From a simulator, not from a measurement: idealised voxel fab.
The document below concerns the process module designated voxel air gaps.
We display cut, a cross-section 270 nm in width whose square cells are each 5 nm.
This document writes a cross-section as a grid whose cells are square, and gives it as bands, listed from the top down; one or more rows of cells form a band. Look at the band entry: it leads with the top's height and the bottom's height in nm. Then it lists the materials left to right, with a width in nm for each. The word "edge to edge" on a single material says that material fills the band edge to edge. The word "empty" is empty space. Heights are measured from 0, the level below which the as-received wafer is all one material; the lowest band has no bottom and continues downward, written as in "top 0, no bottom". With a width like "30..40", each row of cells in the band differs from the next by the same amount, the top row carrying the first number and the bottom row the second. It should be understood that the words "no alterations made", when stated for a given step, signify that the cross-section underwent no change in any of its cells during that step. In "Trapped voids" the enclosed voids are listed, meaning empty spaces of 8 cells or larger without any opening to the top. The form is width x height at distance, distance from the left edge, units nm. after a step's settings: what the simulator itself notes on the step. What "overlay nm" on a step's line means: if the step has a mask, that mask lay this far to the right of its planned place, or, when the value is negative, to the left.

# Listed below are the process steps as planned
1. RECEIVE [material Si]
2. CONFORMAL_DEP [material SiO2] [thk nm 10]
3. CONFORMAL_DEP [material SiN] [thk nm 5]
4. DIRECTIONAL_DEP [material SiO2] [thk nm 35]
5. MASKED_ETCH [tone open] [mask id LINES] [width nm 20] [pitch nm 45] [etch materials SiO2] [depth nm 35] [overlay nm 0]
6. CONFORMAL_DEP [material TiN] [thk nm 5]
7. FILL_DEP [material W] [thk nm 5]
8. CMP [height nm 50]
9. EPI [material Ru] [thk nm 10]
10. SELECTIVE_ETCH [etch materials SiO2] [depth nm 45]
11. CONFORMAL_DEP [material SiCN] [thk nm 5]

# Run as planned: first of two wafers

# Cross-section: wafer on arrival = after step 1
* top 0, no bottom: Si edge to edge
* Trapped voids: none

# Cross-section: wafer state after step 2
* top 10, bottom 0: SiO2 edge to edge
* For the remainder of the cross-section, below 0, there is no change.

# Cross-section: wafer state after step 3
* top 15, bottom 10: SiN edge to edge
* For the remainder of the cross-section, below 10, there is no change.

# Cross-section: wafer state after step 4
* top 50, bottom 15: SiO2 edge to edge
* For the remainder of the cross-section, below 15, there is no change.

# Cross-section: wafer state after step 5
* top 50, bottom 15: SiO2 55, empty 20, SiO2 25, empty 20, SiO2 25, empty 20, SiO2 25, empty 20, SiO2 60
* For the remainder of the cross-section, below 15, there is no change.

# Cross-section: wafer state after step 6
* top 55, bottom 50: TiN 60, empty 10, TiN 35, empty 10, TiN 35, empty 10, TiN 35, empty 10, TiN 65
* top 50, bottom 20: SiO2 55, TiN 5, empty 10, TiN 5, SiO2 25, TiN 5, empty 10, TiN 5, SiO2 25, TiN 5, empty 10, TiN 5, SiO2 25, TiN 5, empty 10, TiN 5, SiO2 60
* top 20, bottom 15: SiO2 55, TiN 20, SiO2 25, TiN 20, SiO2 25, TiN 20, SiO2 25, TiN 20, SiO2 60
* For the remainder of the cross-section, below 15, there is no change.

# Cross-section: wafer state after step 7
* top 60, bottom 55: W edge to edge
* top 55, bottom 50: TiN 60, W 10, TiN 35, W 10, TiN 35, W 10, TiN 35, W 10, TiN 65
* top 50, bottom 20: SiO2 55, TiN 5, W 10, TiN 5, SiO2 25, TiN 5, W 10, TiN 5, SiO2 25, TiN 5, W 10, TiN 5, SiO2 25, TiN 5, W 10, TiN 5, SiO2 60
* For the remainder of the cross-section, below 20, there is no change.

# Cross-section: wafer state after step 8
* top 50, bottom 20: SiO2 55, TiN 5, W 10, TiN 5, SiO2 25, TiN 5, W 10, TiN 5, SiO2 25, TiN 5, W 10, TiN 5, SiO2 25, TiN 5, W 10, TiN 5, SiO2 60
* For the remainder of the cross-section, below 20, there is no change.

# Cross-section: wafer state after step 9
* top 60, bottom 50: empty 45, Ru 40, empty 5, Ru 40, empty 5, Ru 40, empty 5, Ru 40, empty 50
* For the remainder of the cross-section, below 50, there is no change.

# Cross-section: wafer state after step 10
* top 60, bottom 50: empty 45, Ru 40, empty 5, Ru 40, empty 5, Ru 40, empty 5, Ru 40, empty 50
* top 50, bottom 20: empty 55, TiN 5, W 10, TiN 5, empty 25, TiN 5, W 10, TiN 5, empty 25, TiN 5, W 10, TiN 5, empty 25, TiN 5, W 10, TiN 5, empty 60
* top 20, bottom 15: empty 55, TiN 20, empty 25, TiN 20, empty 25, TiN 20, empty 25, TiN 20, empty 60
* For the remainder of the cross-section, below 15, there is no change.

# Cross-section: wafer state after step 11
* top 65, bottom 60: empty 40, SiCN 185, empty 45
* top 60, bottom 50: empty 40, SiCN 5, Ru 40, SiCN 5, Ru 40, SiCN 5, Ru 40, SiCN 5, Ru 40, SiCN 5, empty 45
* top 50, bottom 45: empty 40, SiCN 15, TiN 5, W 10, TiN 5, SiCN 25, TiN 5, W 10, TiN 5, SiCN 25, TiN 5, W 10, TiN 5, SiCN 25, TiN 5, W 10, TiN 5, SiCN 15, empty 45
* top 45, bottom 20: empty 50, SiCN 5, TiN 5, W 10, TiN 5, SiCN 5, empty 15, SiCN 5, TiN 5, W 10, TiN 5, SiCN 5, empty 15, SiCN 5, TiN 5, W 10, TiN 5, SiCN 5, empty 15, SiCN 5, TiN 5, W 10, TiN 5, SiCN 5, empty 55
* top 20, bottom 15: SiCN 55, TiN 20, SiCN 25, TiN 20, SiCN 25, TiN 20, SiCN 25, TiN 20, SiCN 60
* For the remainder of the cross-section, below 15, there is no change.
* Trapped voids: 15 x 25 at 80; 15 x 25 at 125; 15 x 25 at 170

# Companion wafer, the second of two: same beginning, same intended sequence, one mistake in carrying it out; through step 7 inclusive it tracks the first exactly

# Cross-section of the second wafer when, according to plan, step 8 should have finished
* top 55, bottom 50: TiN 60, W 10, TiN 35, W 10, TiN 35, W 10, TiN 35, W 10, TiN 65
* For the remainder of the cross-section, below 50, there is no change.

# Cross-section of the second wafer when, according to plan, step 9 should have finished
* top 65, bottom 55: Ru edge to edge
* For the remainder of the cross-section, below 55, there is no change.

Cross-section of the second wafer when, according to plan, step 10 should have finished: no alterations made

# Cross-section of the second wafer when, according to plan, step 11 should have finished
* top 70, bottom 65: SiCN edge to edge
* For the remainder of the cross-section, below 65, there is no change.
Nonconformance to the process plan: step 8 did not happen as planned, as run it was CMP [height nm 55]
Looking at both finished wafers in cells, the second ends up ahead of or behind the first on some materials: +44 Ru, -92 SiCN, +266 SiO2, +46 TiN, +8 W
The final tally of closed voids stands at 3 on the first wafer and 0 on the second.
